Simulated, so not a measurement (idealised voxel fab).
This section sets out a process module, namely voxel fin reveal.
Each square cell in cross-section cut measures 5 nm, and the section as a whole is 190 nm wide.
The cross-sections in this document take the form of a grid made of square cells. They are written out as bands, in order from top to bottom. Each band consists of one or more rows of cells.
Band entry format. Leading values: height of top, height of bottom, nm. Remainder: materials in left-to-right order, each with its width in nm. Special words: "everywhere" on a single material, which then fills the band edge to edge; "blank", empty space.
Height reference: 0 = level under which incoming wafer is all one material. Lowest band: no bottom, runs on downward, e.g. "0 -> down".
A width given as "30 to 40" starts at the first number in the band's top row and ends at the second number in its bottom row, shifting by an equal amount at every step from row to row.
Any step labelled "nothing got changed" changed none of the cells in the cross-section.
"Voids, fully enclosed" means: voids of 8 cells or more that are shut off from the top with no open way through. Written width x height at distance, distance from the left edge, in nm.
That trailing text on a step's line, after the settings, is the simulator's own remark on the step.
overlay nm: on a step with a mask, how far right of its planned place the mask lay; negative means left.

The following list gives the planned process steps
1: RECEIVE: material Si
2: CONFORMAL_DEP: material SiN, thk nm 5
3: MASKED_ETCH: tone cover, mask id FINS, width nm 15, pitch nm 40, etch materials SiN, depth nm 5, overlay nm 0
4: MASKED_ETCH: tone cover, mask id FINS, width nm 15, pitch nm 40, etch materials Si, depth nm 35, overlay nm 0
5: OXIDIZE: depth nm 5
6: FILL_DEP: material SiO2, thk nm 15
7: CMP: height nm 5
8: SELECTIVE_ETCH: etch materials SiO2, depth nm 15
9: STRIP: etch materials SiN

The first of the two wafers, which ran as planned

Cross-section, incoming material, after step 1
- 0 -> down = Si everywhere
- Voids, fully enclosed: none

After step 2, in cross-section
- 5 -> 0 = SiN everywhere
- Lower than 0, everything is as it was.

After step 3, in cross-section
- 5 -> 0 = blank (25); SiN (15); blank (25); SiN (15); blank (25); SiN (15); blank (25); SiN (15); blank (30)
- Lower than 0, everything is as it was.

After step 4, in cross-section
- 5 -> 0 = blank (25); SiN (15); blank (25); SiN (15); blank (25); SiN (15); blank (25); SiN (15); blank (30)
- 0 -> -35 = blank (25); Si (15); blank (25); Si (15); blank (25); Si (15); blank (25); Si (15); blank (30)
- Lower than -35, everything is as it was.

After step 5, in cross-section
- 5 -> 0 = blank (25); SiN (15); blank (25); SiN (15); blank (25); SiN (15); blank (25); SiN (15); blank (30)
- 0 -> -35 = blank (25); SiO2 (5); Si (5); SiO2 (5); blank (25); SiO2 (5); Si (5); SiO2 (5); blank (25); SiO2 (5); Si (5); SiO2 (5); blank (25); SiO2 (5); Si (5); SiO2 (5); blank (30)
- -35 -> -40 = SiO2 (30); Si (5); SiO2 (35); Si (5); SiO2 (35); Si (5); SiO2 (35); Si (5); SiO2 (35)
- Lower than -40, everything is as it was.

After step 6, in cross-section
- 20 -> 5 = SiO2 everywhere
- 5 -> 0 = SiO2 (25); SiN (15); SiO2 (25); SiN (15); SiO2 (25); SiN (15); SiO2 (25); SiN (15); SiO2 (30)
- 0 -> -40 = SiO2 (30); Si (5); SiO2 (35); Si (5); SiO2 (35); Si (5); SiO2 (35); Si (5); SiO2 (35)
- Lower than -40, everything is as it was.

After step 7, in cross-section
- 5 -> 0 = SiO2 (25); SiN (15); SiO2 (25); SiN (15); SiO2 (25); SiN (15); SiO2 (25); SiN (15); SiO2 (30)
- Lower than 0, everything is as it was.

After step 8, in cross-section
- 5 -> 0 = blank (25); SiN (15); blank (25); SiN (15); blank (25); SiN (15); blank (25); SiN (15); blank (30)
- 0 -> -10 = blank (30); Si (5); blank (35); Si (5); blank (35); Si (5); blank (35); Si (5); blank (35)
- Lower than -10, everything is as it was.

After step 9, in cross-section
- 0 -> -10 = blank (30); Si (5); blank (35); Si (5); blank (35); Si (5); blank (35); Si (5); blank (35)
- Lower than -10, everything is as it was.

Second wafer - shared start and plan with the first - one error in running - same as the first up to step 3 inclusive

Cross-sectional representation of the second wafer at the time designated in the plan for the completion of step 4
- 5 -> 0 = blank (25); SiN (15); blank (25); SiN (15); blank (25); SiN (15); blank (25); SiN (15); blank (30)
- 0 -> -70 = blank (25); Si (15); blank (25); Si (15); blank (25); Si (15); blank (25); Si (15); blank (30)
- Lower than -70, everything is as it was.

Cross-sectional representation of the second wafer at the time designated in the plan for the completion of step 5
- 5 -> 0 = blank (25); SiN (15); blank (25); SiN (15); blank (25); SiN (15); blank (25); SiN (15); blank (30)
- 0 -> -70 = blank (25); SiO2 (5); Si (5); SiO2 (5); blank (25); SiO2 (5); Si (5); SiO2 (5); blank (25); SiO2 (5); Si (5); SiO2 (5); blank (25); SiO2 (5); Si (5); SiO2 (5); blank (30)
- -70 -> -75 = SiO2 (30); Si (5); SiO2 (35); Si (5); SiO2 (35); Si (5); SiO2 (35); Si (5); SiO2 (35)
- Lower than -75, everything is as it was.

Cross-sectional representation of the second wafer at the time designated in the plan for the completion of step 6
- 20 -> 5 = SiO2 everywhere
- 5 -> 0 = SiO2 (25); SiN (15); SiO2 (25); SiN (15); SiO2 (25); SiN (15); SiO2 (25); SiN (15); SiO2 (30)
- 0 -> -75 = SiO2 (30); Si (5); SiO2 (35); Si (5); SiO2 (35); Si (5); SiO2 (35); Si (5); SiO2 (35)
- Lower than -75, everything is as it was.

Cross-sectional representation of the second wafer at the time designated in the plan for the completion of step 7
- 5 -> 0 = SiO2 (25); SiN (15); SiO2 (25); SiN (15); SiO2 (25); SiN (15); SiO2 (25); SiN (15); SiO2 (30)
- Lower than 0, everything is as it was.

Cross-sectional representation of the second wafer at the time designated in the plan for the completion of step 8
- 5 -> 0 = blank (25); SiN (15); blank (25); SiN (15); blank (25); SiN (15); blank (25); SiN (15); blank (30)
- 0 -> -10 = blank (30); Si (5); blank (35); Si (5); blank (35); Si (5); blank (35); Si (5); blank (35)
- Lower than -10, everything is as it was.

Cross-sectional representation of the second wafer at the time designated in the plan for the completion of step 9
- 0 -> -10 = blank (30); Si (5); blank (35); Si (5); blank (35); Si (5); blank (35); Si (5); blank (35)
- Lower than -10, everything is as it was.
What went wrong in running the wafer? step 4 of the plan was performed twice
Wafer comparison, final, in cells, second relative to first, materials more or fewer: 238 fewer of Si, 238 more of SiO2
